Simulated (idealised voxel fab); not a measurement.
A process module follows: voxel double patterning.
It is cross-section cut that appears here, measuring 190 nm in width, its square cells being 5 nm in size.
Reading order for cross-sections: top band down to bottom band. Underlying form: a grid of square cells. Band size: one or more rows of cells.
Read a band's entry like this: the first values are the height of its top and the height of its bottom in nm, and what follows is the sequence of materials from left to right, each with its width in nm. Note that "air" is empty space, and that a single material marked "edge to edge" reaches across the band from edge to edge.
Ref level 0: as-received wafer is one material below here. Bottom band extends down with no lower bound ("z 0 and below").
Graded width ("30..40"): value in top row of band = first number; value in bottom row = second number; row-to-row change constant.
"no modifications" for a step: no cell of the cross-section changed in that step.
Look at "Closed void inventory" for the closed voids: empty spaces with no open path to the top, sized 8 cells or up. Each is width x height at distance, distance from the left edge, all nm.
It should be noted that, on the line of a given step, the content following the step's settings is a remark produced by the simulator itself with respect to that step.
What "overlay nm" on a step's line means: if the step has a mask, that mask lay this far to the right of its planned place, or, when the value is negative, to the left.

-- These are the steps we planned for the process
step 1: op RECEIVE | material Si
step 2: op CONFORMAL_DEP | material SiO2 | thk nm 5
step 3: op DIRECTIONAL_DEP | material polySi | thk nm 10
step 4: op DIRECTIONAL_DEP | material SiCN | thk nm 5
step 5: op DIRECTIONAL_DEP | material aC | thk nm 15
step 6: op PATTERN | tone open | mask id FIRST | material resist | width nm 15 | pitch nm 50 | thk nm 35 | overlay nm 0
step 7: op DIRECTIONAL_ETCH | etch materials aC | depth nm 15
step 8: op STRIP | etch materials resist
step 9: op DIRECTIONAL_ETCH | etch materials SiCN | depth nm 5
step 10: op STRIP | etch materials aC
step 11: op MASKED_ETCH | tone open | mask id SECOND | width nm 15 | pitch nm 50 | etch materials SiCN | depth nm 5 | overlay nm 0
step 12: op DIRECTIONAL_ETCH | etch materials polySi | depth nm 10
step 13: op STRIP | etch materials SiCN

-- Cross-section, incoming material, after step 1
z 0 and below  Si edge to edge
Closed void inventory: none

-- End-of-module cross-section. Starting structure and process plan as above; one mistake made in running it
z 15 to 5  polySi (30) / air (25) / polySi (5) / air (15) / polySi (5) / air (25) / polySi (5) / air (15) / polySi (5) / air (25) / polySi (35)
z 5 to 0  SiO2 edge to edge
z 0 and below  Si edge to edge
Closed void inventory: none
Run error: step 6 was run on a setting that differed from the plan, and what really ran there is op PATTERN | tone open | mask id FIRST | material resist | width nm 25 | pitch nm 50 | thk nm 35 | overlay nm 0
